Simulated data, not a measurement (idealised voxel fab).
process module | voxel air gaps
cross-section cut | 280 nm wide | cells 5 nm
A cross-section is a grid of square cells, given in bands from the top down. A band is one or more rows of cells.
Each band's line starts with the height of the band's top and of its bottom, in nm. Then come its materials from left to right, each with its width in nm. One material with "throughout" fills the band from edge to edge. "air" is empty space.
Height 0 is the level under which the wafer as received is all one material. The lowest band goes on downwards, as in "0 down".
A width such as "30 to 40" changes by the same amount from each row of cells to the next, from the band's top row to its bottom row.
"no change" after a step means that no cell of the cross-section changed.
closed voids: empty space of 8 cells or more with no open way to the top, each as width x height at its distance from the left edge, in nm
after a step's settings: what the simulator itself notes on the step
overlay nm, on a step with a mask: how far to the right of its planned place the mask lay; to the left if negative
plan
1 op RECEIVE | material Si
2 op CONFORMAL_DEP | material SiO2 | thk nm 10
3 op CONFORMAL_DEP | material SiN | thk nm 5
4 op DIRECTIONAL_DEP | material lowk | thk nm 40
5 op PATTERN | tone open | mask id LINES | material resist | width nm 20 | pitch nm 45 | thk nm 15 | overlay nm 0
6 op DIRECTIONAL_ETCH | etch materials lowk | depth nm 40
7 op STRIP | etch materials resist
8 op CONFORMAL_DEP | material TiN | thk nm 5
9 op FILL_DEP | material Ru | thk nm 10
10 op CMP | height nm 55
11 op EPI | material Ru | thk nm 10
12 op SELECTIVE_ETCH | etch materials lowk | depth nm 50
13 op CONFORMAL_DEP | material SiCN | thk nm 5
as received, after step 1
  0 down: Si throughout
  closed voids: none
a wafer at the end: this start, this plan, one mistake
  70 to 65: air 45 | SiCN 185 | air 50
  65 to 55: air 45 | SiCN 5 | Ru 40 | SiCN 5 | Ru 40 | SiCN 5 | Ru 40 | SiCN 5 | Ru 40 | SiCN 5 | air 50
  55 to 50: air 45 | SiCN 15 | TiN 5 | Ru 10 | TiN 5 | SiCN 25 | TiN 5 | Ru 10 | TiN 5 | SiCN 25 | TiN 5 | Ru 10 | TiN 5 | SiCN 25 | TiN 5 | Ru 10 | TiN 5 | SiCN 15 | air 50
  50 to 20: air 55 | SiCN 5 | TiN 5 | Ru 10 | TiN 5 | SiCN 5 | air 15 | SiCN 5 | TiN 5 | Ru 10 | TiN 5 | SiCN 5 | air 15 | SiCN 5 | TiN 5 | Ru 10 | TiN 5 | SiCN 5 | air 15 | SiCN 5 | TiN 5 | Ru 10 | TiN 5 | SiCN 5 | air 60
  20 to 15: SiCN 60 | TiN 20 | SiCN 25 | TiN 20 | SiCN 25 | TiN 20 | SiCN 25 | TiN 20 | SiCN 65
  15 to 5: SiO2 throughout
  5 to 0: SiN throughout
  0 down: Si throughout
  closed voids: 15 x 30 at 85; 15 x 30 at 130; 15 x 30 at 175
what went wrong: steps 2 and 3 were swapped
